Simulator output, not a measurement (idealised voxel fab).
Process module, titled voxel local oxidation
Cross-sectional view cut (width: 170 nm; square cell size: 5 nm).
A cross-section is written here as square cells arranged in a grid, and it is given in bands from the top down, each band taking up one or more rows of cells.
For a band, the entry starts with two heights in nm, that of the top and then that of the bottom, and carries on with the band's materials in order from left to right, each alongside its width in nm; the word "everywhere" beside a single material means it fills the band edge to edge, and "air" means empty space.
Height is counted from the level 0, under which the received wafer is composed throughout of one material. The lowest of the bands is not closed at the bottom but continues downward, in the notation "0 -> down".
The expression "30..40" gives the width at the extremes of the band, the first number at its top row of cells and the second at its bottom row, with the width changing by equal amounts from each row to the next in between.
Given "no modifications" for a step, no cell of the cross-section differs between before and after that step.
This entry, "Enclosed void inventory", enumerates those empty regions of no fewer than 8 cells that possess no open connection to the top. Each region is reported in the form width x height at distance, the distance being taken from the left edge, with all three quantities expressed in nm.
Whatever follows a step's settings on its line is a remark the simulator itself makes about that step.
A step line may carry the setting "overlay nm", which, for steps involving a mask, states the distance by which the mask lay to the right of its intended position; negative values denote displacement to the left.
Reading key. Pairs: pre-step and post-step cross-section, one process step apart; post-step view only to lowest changed band. Step between + settings: beneath pair. Runs: pairs may be from different runs of this module, same starting wafer. Continuation from pair above: only where "before" entry says.

Before:
* 0 -> down  Si everywhere
* Enclosed void inventory: none

Post-Step Cross-Section:
* 5 -> 0  SiO2 everywhere
* Nothing below the height 0 has changed.
* Enclosed void inventory: none
What was done to get from the before section above to the after section? CONFORMAL_DEP | material SiO2 | thk nm 5

before: unchanged from the after cross-section in the pair immediately above; refer to that figure.

Post-Step Cross-Section:
* 20 -> 5  SiN everywhere
* Nothing below the height 5 has changed.
* Enclosed void inventory: none
What was done to get from the before section above to the after section? CONFORMAL_DEP | material SiN | thk nm 15

before: unchanged from the after cross-section in the pair immediately above; refer to that figure.

Post-Step Cross-Section:
* 35 -> 20  25 nm air, 120 nm resist, 25 nm air
* Nothing below the height 20 has changed.
* Enclosed void inventory: none
What was done to get from the before section above to the after section? PATTERN | tone cover | mask id ACTIVE | material resist | width nm 120 | thk nm 15 | overlay nm 0

before: unchanged from the after cross-section in the pair immediately above; refer to that figure.

Post-Step Cross-Section:
* 35 -> 20  25 nm air, 120 nm resist, 25 nm air
* 20 -> 5  25 nm air, 120 nm SiN, 25 nm air
* Nothing below the height 5 has changed.
* Enclosed void inventory: none
What was done to get from the before section above to the after section? DIRECTIONAL_ETCH | etch materials SiN | depth nm 15

before: unchanged from the after cross-section in the pair immediately above; refer to that figure.

Post-Step Cross-Section:
* 20 -> 5  25 nm air, 120 nm SiN, 25 nm air
* Nothing below the height 5 has changed.
* Enclosed void inventory: none
What was done to get from the before section above to the after section? STRIP | etch materials resist

before: unchanged from the after cross-section in the pair immediately above; refer to that figure.

Post-Step Cross-Section:
* 20 -> 5  25 nm air, 120 nm SiN, 25 nm air
* 5 -> 0  30 nm air, 110 nm SiO2, 30 nm air
* Nothing below the height 0 has changed.
* Enclosed void inventory: none
What was done to get from the before section above to the after section? SELECTIVE_ETCH | etch materials SiO2 | depth nm 5

before: unchanged from the after cross-section in the pair immediately above; refer to that figure.

Post-Step Cross-Section:
* 20 -> 5  25 nm air, 120 nm SiN, 25 nm air
* 5 -> 0  30 nm air, 110 nm SiO2, 30 nm air
* 0 -> -15  45 nm SiO2, 80 nm Si, 45 nm SiO2
* Nothing below the height -15 has changed.
* Enclosed void inventory: none
What was done to get from the before section above to the after section? OXIDIZE | depth nm 15

before: unchanged from the after cross-section in the pair immediately above; refer to that figure.

Post-Step Cross-Section:
* 5 -> 0  30 nm air, 110 nm SiO2, 30 nm air
* Nothing below the height 0 has changed.
* Enclosed void inventory: none
What was done to get from the before section above to the after section? STRIP | etch materials SiN

Before:
* 0 -> down  Si everywhere
* Enclosed void inventory: none

Post-Step Cross-Section:
* 15 -> 0  SiN everywhere
* Nothing below the height 0 has changed.
* Enclosed void inventory: none
What was done to get from the before section above to the after section? CONFORMAL_DEP | material SiN | thk nm 15

before: unchanged from the after cross-section in the pair immediately above; refer to that figure.

Post-Step Cross-Section:
* 30 -> 15  25 nm air, 120 nm resist, 25 nm air
* Nothing below the height 15 has changed.
* Enclosed void inventory: none
What was done to get from the before section above to the after section? PATTERN | tone cover | mask id ACTIVE | material resist | width nm 120 | thk nm 15 | overlay nm 0

before: unchanged from the after cross-section in the pair immediately above; refer to that figure.

Post-Step Cross-Section:
* 30 -> 15  25 nm air, 120 nm resist, 25 nm air
* 15 -> 0  25 nm air, 120 nm SiN, 25 nm air
* Nothing below the height 0 has changed.
* Enclosed void inventory: none
What was done to get from the before section above to the after section? DIRECTIONAL_ETCH | etch materials SiN | depth nm 15

before: unchanged from the after cross-section in the pair immediately above; refer to that figure.

Post-Step Cross-Section:
* 15 -> 0  25 nm air, 120 nm SiN, 25 nm air
* Nothing below the height 0 has changed.
* Enclosed void inventory: none
What was done to get from the before section above to the after section? STRIP | etch materials resist

before: unchanged from the after cross-section in the pair immediately above; refer to that figure.

Post-Step Cross-Section:
* 15 -> 0  25 nm air, 120 nm SiN, 25 nm air
* 0 -> -15  40 nm SiO2, 90 nm Si, 40 nm SiO2
* Nothing below the height -15 has changed.
* Enclosed void inventory: none
What was done to get from the before section above to the after section? OXIDIZE | depth nm 15

before: unchanged from the after cross-section in the pair immediately above; refer to that figure.

Post-Step Cross-Section:
* 0 -> -15  40 nm SiO2, 90 nm Si, 40 nm SiO2
* Nothing below the height -15 has changed.
* Enclosed void inventory: none
What was done to get from the before section above to the after section? STRIP | etch materials SiN

Before:
* 35 -> 20  25 nm air, 120 nm resist, 25 nm air
* 20 -> 5  25 nm air, 120 nm SiN, 25 nm air
* 5 -> 0  SiO2 everywhere
* 0 -> down  Si everywhere
* Enclosed void inventory: none

Post-Step Cross-Section:
* 35 -> 20  25 nm air, 120 nm resist, 25 nm air
* 20 -> 5  25 nm air, 120 nm SiN, 25 nm air
* 5 -> 0  30 nm air, 110 nm SiO2, 30 nm air
* Nothing below the height 0 has changed.
* Enclosed void inventory: none
What was done to get from the before section above to the after section? SELECTIVE_ETCH | etch materials SiO2 | depth nm 5

before: unchanged from the after cross-section in the pair immediately above; refer to that figure.

Post-Step Cross-Section:
* 20 -> 5  25 nm air, 120 nm SiN, 25 nm air
* Nothing below the height 5 has changed.
* Enclosed void inventory: none
What was done to get from the before section above to the after section? STRIP | etch materials resist

before: unchanged from the after cross-section in the pair immediately above; refer to that figure.

Post-Step Cross-Section:
* 20 -> 5  25 nm air, 120 nm SiN, 25 nm air
* 5 -> 0  30 nm air, 110 nm SiO2, 30 nm air
* 0 -> -20  50 nm SiO2, 70 nm Si, 50 nm SiO2
* Nothing below the height -20 has changed.
* Enclosed void inventory: none
What was done to get from the before section above to the after section? OXIDIZE | depth nm 20

before: unchanged from the after cross-section in the pair immediately above; refer to that figure.

Post-Step Cross-Section:
* 5 -> 0  30 nm air, 110 nm SiO2, 30 nm air
* Nothing below the height 0 has changed.
* Enclosed void inventory: none
What was done to get from the before section above to the after section? STRIP | etch materials SiN

Before:
* 20 -> 5  SiN everywhere
* 5 -> 0  SiO2 everywhere
* 0 -> down  Si everywhere
* Enclosed void inventory: none

Post-Step Cross-Section:
* 35 -> 20  30 nm air, 115 nm resist, 25 nm air
* Nothing below the height 20 has changed.
* Enclosed void inventory: none
What was done to get from the before section above to the after section? PATTERN | tone cover | mask id ACTIVE | material resist | width nm 115 | thk nm 15 | overlay nm 0

before: unchanged from the after cross-section in the pair immediately above; refer to that figure.

Post-Step Cross-Section:
* 35 -> 20  30 nm air, 115 nm resist, 25 nm air
* 20 -> 5  30 nm air, 115 nm SiN, 25 nm air
* Nothing below the height 5 has changed.
* Enclosed void inventory: none
What was done to get from the before section above to the after section? DIRECTIONAL_ETCH | etch materials SiN | depth nm 15

before: unchanged from the after cross-section in the pair immediately above; refer to that figure.

Post-Step Cross-Section:
* 20 -> 5  30 nm air, 115 nm SiN, 25 nm air
* Nothing below the height 5 has changed.
* Enclosed void inventory: none
What was done to get from the before section above to the after section? STRIP | etch materials resist

before: unchanged from the after cross-section in the pair immediately above; refer to that figure.

Post-Step Cross-Section:
* 20 -> 5  30 nm air, 115 nm SiN, 25 nm air
* 5 -> 0  35 nm air, 105 nm SiO2, 30 nm air
* Nothing below the height 0 has changed.
* Enclosed void inventory: none
What was done to get from the before section above to the after section? SELECTIVE_ETCH | etch materials SiO2 | depth nm 5

before: unchanged from the after cross-section in the pair immediately above; refer to that figure.

Post-Step Cross-Section:
* 20 -> 5  30 nm air, 115 nm SiN, 25 nm air
* 5 -> 0  35 nm air, 105 nm SiO2, 30 nm air
* 0 -> -15  50 nm SiO2, 75 nm Si, 45 nm SiO2
* Nothing below the height -15 has changed.
* Enclosed void inventory: none
What was done to get from the before section above to the after section? OXIDIZE | depth nm 15

before: unchanged from the after cross-section in the pair immediately above; refer to that figure.

Post-Step Cross-Section:
* 5 -> 0  35 nm air, 105 nm SiO2, 30 nm air
* Nothing below the height 0 has changed.
* Enclosed void inventory: none
What was done to get from the before section above to the after section? STRIP | etch materials SiN

Before:
* 20 -> 5  SiN everywhere
* 5 -> 0  SiO2 everywhere
* 0 -> down  Si everywhere
* Enclosed void inventory: none

Post-Step Cross-Section:
* 35 -> 20  20 nm air, 120 nm resist, 30 nm air
* Nothing below the height 20 has changed.
* Enclosed void inventory: none
What was done to get from the before section above to the after section? PATTERN | tone cover | mask id ACTIVE | material resist | width nm 120 | thk nm 15 | overlay nm -5

before: unchanged from the after cross-section in the pair immediately above; refer to that figure.

Post-Step Cross-Section:
* 35 -> 20  20 nm air, 120 nm resist, 30 nm air
* 20 -> 5  20 nm air, 120 nm SiN, 30 nm air
* Nothing below the height 5 has changed.
* Enclosed void inventory: none
What was done to get from the before section above to the after section? DIRECTIONAL_ETCH | etch materials SiN | depth nm 15

before: unchanged from the after cross-section in the pair immediately above; refer to that figure.

Post-Step Cross-Section:
* 20 -> 5  20 nm air, 120 nm SiN, 30 nm air
* Nothing below the height 5 has changed.
* Enclosed void inventory: none
What was done to get from the before section above to the after section? STRIP | etch materials resist

before: unchanged from the after cross-section in the pair immediately above; refer to that figure.

Post-Step Cross-Section:
* 20 -> 5  20 nm air, 120 nm SiN, 30 nm air
* 5 -> 0  25 nm air, 110 nm SiO2, 35 nm air
* Nothing below the height 0 has changed.
* Enclosed void inventory: none
What was done to get from the before section above to the after section? SELECTIVE_ETCH | etch materials SiO2 | depth nm 5

before: unchanged from the after cross-section in the pair immediately above; refer to that figure.

Post-Step Cross-Section:
* 20 -> 5  20 nm air, 120 nm SiN, 30 nm air
* 5 -> 0  25 nm air, 110 nm SiO2, 35 nm air
* 0 -> -15  40 nm SiO2, 80 nm Si, 50 nm SiO2
* Nothing below the height -15 has changed.
* Enclosed void inventory: none
What was done to get from the before section above to the after section? OXIDIZE | depth nm 15

before: unchanged from the after cross-section in the pair immediately above; refer to that figure.

Post-Step Cross-Section:
* 5 -> 0  25 nm air, 110 nm SiO2, 35 nm air
* Nothing below the height 0 has changed.
* Enclosed void inventory: none
What was done to get from the before section above to the after section? STRIP | etch materials SiN

Before:
* 20 -> 5  25 nm air, 120 nm SiN, 25 nm air
* 5 -> 0  30 nm air, 110 nm SiO2, 30 nm air
* 0 -> -15  45 nm SiO2, 80 nm Si, 45 nm SiO2
* -15 -> down  Si everywhere
* Enclosed void inventory: none

Post-Step Cross-Section:
* 0 -> -15  45 nm air, 80 nm Si, 45 nm air
* Nothing below the height -15 has changed.
* Enclosed void inventory: none
What was done to get from the before section above to the after section? STRIP | etch materials SiO2

Before:
* 20 -> 5  SiN everywhere
* 5 -> 0  SiO2 everywhere
* 0 -> down  Si everywhere
* Enclosed void inventory: none

Post-Step Cross-Section:
* 35 -> 20  25 nm resist, 120 nm air, 25 nm resist
* Nothing below the height 20 has changed.
* Enclosed void inventory: none
What was done to get from the before section above to the after section? PATTERN | tone open | mask id ACTIVE | material resist | width nm 120 | thk nm 15 | overlay nm 0

before: unchanged from the after cross-section in the pair immediately above; refer to that figure.

Post-Step Cross-Section:
* 35 -> 20  25 nm resist, 120 nm air, 25 nm resist
* 20 -> 5  25 nm SiN, 120 nm air, 25 nm SiN
* Nothing below the height 5 has changed.
* Enclosed void inventory: none
What was done to get from the before section above to the after section? DIRECTIONAL_ETCH | etch materials SiN | depth nm 15

before: unchanged from the after cross-section in the pair immediately above; refer to that figure.

Post-Step Cross-Section:
* 20 -> 5  25 nm SiN, 120 nm air, 25 nm SiN
* Nothing below the height 5 has changed.
* Enclosed void inventory: none
What was done to get from the before section above to the after section? STRIP | etch materials resist

before: unchanged from the after cross-section in the pair immediately above; refer to that figure.

Post-Step Cross-Section:
* 20 -> 5  25 nm SiN, 120 nm air, 25 nm SiN
* 5 -> 0  20 nm SiO2, 130 nm air, 20 nm SiO2
* Nothing below the height 0 has changed.
* Enclosed void inventory: none
What was done to get from the before section above to the after section? SELECTIVE_ETCH | etch materials SiO2 | depth nm 5

before: unchanged from the after cross-section in the pair immediately above; refer to that figure.

Post-Step Cross-Section:
* 20 -> 5  25 nm SiN, 120 nm air, 25 nm SiN
* 5 -> 0  20 nm SiO2, 130 nm air, 20 nm SiO2
* 0 -> -15  5 nm Si, 160 nm SiO2, 5 nm Si
* Nothing below the height -15 has changed.
* Enclosed void inventory: none
What was done to get from the before section above to the after section? OXIDIZE | depth nm 15

before: unchanged from the after cross-section in the pair immediately above; refer to that figure.

Post-Step Cross-Section:
* 5 -> 0  20 nm SiO2, 130 nm air, 20 nm SiO2
* Nothing below the height 0 has changed.
* Enclosed void inventory: none
What was done to get from the before section above to the after section? STRIP | etch materials SiN
